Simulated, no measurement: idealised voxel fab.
Name of the process module below: voxel self aligned contacts
Square cell edge 5 nm, section width 295 nm, ID cut.
In what follows, cross-sections appear as grids of square cells, described through bands that run from the top down, where every band is one or more rows of cells.
The band entry comprises the height of the band's top followed by the height of its bottom, expressed in nm, and subsequently the band's materials from left to right, each stated together with its width in nm. Where a single material is marked with the word "everywhere", that material fills the band from edge to edge. The word "empty" represents empty space.
Heads up on the height convention: 0 is the point under which the incoming wafer is all one material, and the lowest band has no bottom, it just keeps going down, like "0 -> down".
Think of "30->40" as a width that walks from the first number to the second as you go down the band, top row to bottom row, taking equal-sized steps from row to row.
Where the words "nothing different" appear for a step, the cross-section shows no cell changed by that step; every cell remained as before.
The entry "Enclosed cavity list" lists the empty spaces that cover at least 8 cells and have no open path to the top. Each is written as width x height at distance, where the distance is measured from the left edge and all three values are in nm.
That trailing text on a step's line, after the settings, is the simulator's own remark on the step.
Steps that use a mask can have "overlay nm" on their line. It says how far the mask sat to the right of where it was meant to be. Negative means to the left.
THE FOLLOWING LIST GIVES THE PLANNED PROCESS STEPS
1: RECEIVE (material Si)
2: OXIDIZE (depth nm 5)
3: DIRECTIONAL_DEP (material polySi; thk nm 30)
4: DIRECTIONAL_DEP (material SiN; thk nm 20)
5: DIRECTIONAL_DEP (material aC; thk nm 10)
6: PATTERN (tone cover; mask id GATE; material resist; width nm 25; pitch nm 50; thk nm 25; overlay nm 0)
7: DIRECTIONAL_ETCH (etch materials aC; depth nm 10)
8: STRIP (etch materials resist)
9: DIRECTIONAL_ETCH (etch materials SiN; depth nm 20)
10: DIRECTIONAL_ETCH (etch materials polySi; depth nm 30)
11: STRIP (etch materials aC)
12: CONFORMAL_DEP (material SiN; thk nm 5)
13: DIRECTIONAL_ETCH (etch materials SiN; depth nm 5)
14: FILL_DEP (material SiO2; thk nm 15)
15: CMP (height nm 60)
16: DIRECTIONAL_DEP (material aC; thk nm 15)
17: PATTERN (tone open; mask id CONTACT; material resist; width nm 35; pitch nm 50; thk nm 30; overlay nm 0)
18: DIRECTIONAL_ETCH (etch materials aC; depth nm 15)
19: STRIP (etch materials resist)
20: DIRECTIONAL_ETCH (etch materials SiO2; depth nm 65)
21: STRIP (etch materials aC)
22: CONFORMAL_DEP (material TiN; thk nm 5)
23: FILL_DEP (material Ru; thk nm 5)
24: CMP (height nm 60)
25: CONFORMAL_DEP (material SiN; thk nm 5)
CROSS-SECTIONAL VIEW OF THE WAFER IN ITS AS-RECEIVED CONDITION, CORRESPONDING TO THE STATE AFTER STEP 1
    0 -> down | Si everywhere
    Enclosed cavity list: none
CROSS-SECTIONAL RESULT AFTER MODULE COMPLETION. NOTE: STARTING CONDITION AND PLAN ARE UNCHANGED FROM ABOVE; ONE PROCESSING MISTAKE WAS MADE
    65 -> 60 | SiN everywhere
    60 -> 50 | 105 nm SiO2; 5->15 nm TiN; 25->5 nm Ru; 5->15 nm TiN; 15 nm SiO2; 5->15 nm TiN; 25->5 nm Ru; 5->15 nm TiN; 105 nm SiO2
    50 -> 30 | 80 nm SiO2; 35 nm SiN; 5 nm TiN; 5 nm Ru; 5 nm TiN; 35 nm SiN; 5 nm TiN; 5 nm Ru; 5 nm TiN; 35 nm SiN; 80 nm SiO2
    30 -> 5 | 80 nm SiO2; 5 nm SiN; 25 nm polySi; 5 nm SiN; 5 nm TiN; 5 nm Ru; 5 nm TiN; 5 nm SiN; 25 nm polySi; 5 nm SiN; 5 nm TiN; 5 nm Ru; 5 nm TiN; 5 nm SiN; 25 nm polySi; 5 nm SiN; 80 nm SiO2
    5 -> 0 | 80 nm SiO2; 5 nm SiN; 25 nm polySi; 5 nm SiN; 15 nm TiN; 5 nm SiN; 25 nm polySi; 5 nm SiN; 15 nm TiN; 5 nm SiN; 25 nm polySi; 5 nm SiN; 80 nm SiO2
    0 -> down | Si everywhere
    Enclosed cavity list: none
Against the plan, the run slipped here: it should be noted that step 2 of the plan was omitted and was not performed
